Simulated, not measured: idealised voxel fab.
Title: Process Module voxel wiring stack
Each square cell in cross-section cut measures 5 nm, and the section as a whole is 270 nm wide.
When this document writes out a cross-section, it uses a grid of square cells and lists it as bands, beginning at the top and moving down, with a band standing for one or more rows of cells.
Per band: top height and bottom height in nm, followed by the left-to-right materials and their widths in nm; "all across" marks a single material spanning edge to edge, "blank" marks empty space.
Where do heights start? At 0: under that level the wafer as delivered is made of one material only. And the lowest band has no floor; it just carries on downward, as in "top 0, no bottom".
Note: "30 to 40" means the width goes from the first number (top row of the band) to the second number (bottom row) in equal steps per row of cells.
No cell of the cross-section changed in a step that is given as "no modifications".
Entry "Listed closed voids". Content: empty spaces with no open connection to the top, size 8 cells or greater. Each: width x height at distance. Distance: from left edge. Unit: nm.
Where a step's line continues beyond its settings, the continuation is a remark by the simulator itself on that step.
overlay nm: mask right of planned place by this much (step with mask). Neg. = left.
[Process steps - plan]
1) RECEIVE with material Si
2) CONFORMAL_DEP with material SiO2, thk nm 15
3) CONFORMAL_DEP with material SiCN, thk nm 5
4) DIRECTIONAL_DEP with material SiO2, thk nm 20
5) PATTERN with tone open, mask id METAL_1, material resist, width nm 25, pitch nm 45, thk nm 20, overlay nm 0
6) DIRECTIONAL_ETCH with etch materials SiO2, depth nm 20
7) DIRECTIONAL_ETCH with etch materials SiCN, depth nm 5
8) STRIP with etch materials resist
9) CONFORMAL_DEP with material TiN, thk nm 5
10) FILL_DEP with material Ru, thk nm 5
11) CMP with height nm 40
12) CONFORMAL_DEP with material SiCN, thk nm 5
13) DIRECTIONAL_DEP with material SiO2, thk nm 10
14) PATTERN with tone open, mask id PLUG_1, material resist, width nm 15, pitch nm 45, thk nm 20, overlay nm 0
15) DIRECTIONAL_ETCH with etch materials SiO2, depth nm 10
16) DIRECTIONAL_ETCH with etch materials SiCN, depth nm 5
17) STRIP with etch materials resist
18) EPI with material Ru, thk nm 10
19) EPI with material Ru, thk nm 5
20) CONFORMAL_DEP with material SiN, thk nm 5
21) DIRECTIONAL_DEP with material lowk, thk nm 20
22) PATTERN with tone open, mask id METAL_2, material resist, width nm 25, pitch nm 45, thk nm 20, overlay nm 0
23) DIRECTIONAL_ETCH with etch materials lowk, depth nm 20
24) DIRECTIONAL_ETCH with etch materials SiN, depth nm 5
25) STRIP with etch materials resist
26) CONFORMAL_DEP with material TiN, thk nm 5
27) FILL_DEP with material Cu, thk nm 5
28) CMP with height nm 80
29) CONFORMAL_DEP with material SiCN, thk nm 5
30) DIRECTIONAL_DEP with material lowk, thk nm 30
31) MASKED_ETCH with tone open, mask id METAL_3_HOLES, width nm 15, pitch nm 90, etch materials lowk, depth nm 30, overlay nm 0
32) DIRECTIONAL_DEP with material aC, thk nm 10
33) PATTERN with tone open, mask id METAL_3, material resist, width nm 25, pitch nm 45, thk nm 25, overlay nm 0
34) DIRECTIONAL_ETCH with etch materials aC, depth nm 10
35) STRIP with etch materials resist
36) DIRECTIONAL_ETCH with etch materials lowk, depth nm 15
37) DIRECTIONAL_ETCH with etch materials SiCN, depth nm 5
38) STRIP with etch materials aC
39) CONFORMAL_DEP with material TiN, thk nm 5
40) FILL_DEP with material Cu, thk nm 10
41) CMP with height nm 115
42) CONFORMAL_DEP with material SiN, thk nm 5
[Here's what the wafer looked like in cross-section when it arrived - that's after step 1]
top 0, no bottom: Si all across
Listed closed voids: none
[What the wafer looks like in cross-section after this module, when it starts as shown above and follows the plan above but one mistake is made in running it]
top 120, bottom 115: SiN all across
top 115, bottom 105: lowk (55), then TiN (5), then Cu (15), then TiN (5), then lowk (20), then TiN (5), then Cu (15), then TiN (5), then lowk (20), then TiN (5), then Cu (15), then TiN (5), then lowk (20), then TiN (5), then Cu (15), then TiN (5), then lowk (55)
top 105, bottom 100: lowk (55), then TiN (5), then Cu (5), then TiN (15), then lowk (20), then TiN (25), then lowk (20), then TiN (5), then Cu (5), then TiN (15), then lowk (20), then TiN (25), then lowk (55)
top 100, bottom 85: lowk (55), then TiN (5), then Cu (5), then TiN (5), then lowk (75), then TiN (5), then Cu (5), then TiN (5), then lowk (110)
top 85, bottom 80: SiCN (55), then TiN (15), then SiCN (75), then TiN (15), then SiCN (110)
top 80, bottom 70: lowk (55), then TiN (5), then Cu (15), then TiN (5), then lowk (20), then TiN (5), then Cu (15), then TiN (5), then lowk (20), then TiN (5), then Cu (15), then TiN (5), then lowk (20), then TiN (5), then Cu (15), then TiN (5), then lowk (55)
top 70, bottom 65: lowk (40), then SiN (15), then TiN (25), then SiN (20), then TiN (25), then SiN (20), then TiN (25), then SiN (20), then TiN (25), then SiN (5), then lowk (50)
top 65, bottom 60: lowk (40), then SiN (5), then Ru (35), then SiN (10), then Ru (35), then SiN (10), then Ru (35), then SiN (10), then Ru (35), then SiN (5), then lowk (50)
top 60, bottom 55: SiN (45), then Ru (35), then SiN (10), then Ru (35), then SiN (10), then Ru (35), then SiN (10), then Ru (35), then SiN (55)
top 55, bottom 45: SiO2 (55), then Ru (15), then SiO2 (30), then Ru (15), then SiO2 (30), then Ru (15), then SiO2 (30), then Ru (15), then SiO2 (65)
top 45, bottom 40: SiCN (55), then Ru (15), then SiCN (30), then Ru (15), then SiCN (30), then Ru (15), then SiCN (30), then Ru (15), then SiCN (65)
top 40, bottom 20: SiO2 (55), then TiN (5), then Ru (15), then TiN (5), then SiO2 (20), then TiN (5), then Ru (15), then TiN (5), then SiO2 (20), then TiN (5), then Ru (15), then TiN (5), then SiO2 (20), then TiN (5), then Ru (15), then TiN (5), then SiO2 (55)
top 20, bottom 15: SiCN (55), then TiN (25), then SiCN (20), then TiN (25), then SiCN (20), then TiN (25), then SiCN (20), then TiN (25), then SiCN (55)
top 15, bottom 0: SiO2 all across
top 0, no bottom: Si all across
Listed closed voids: none
Deviation from plan: step 18 was run twice
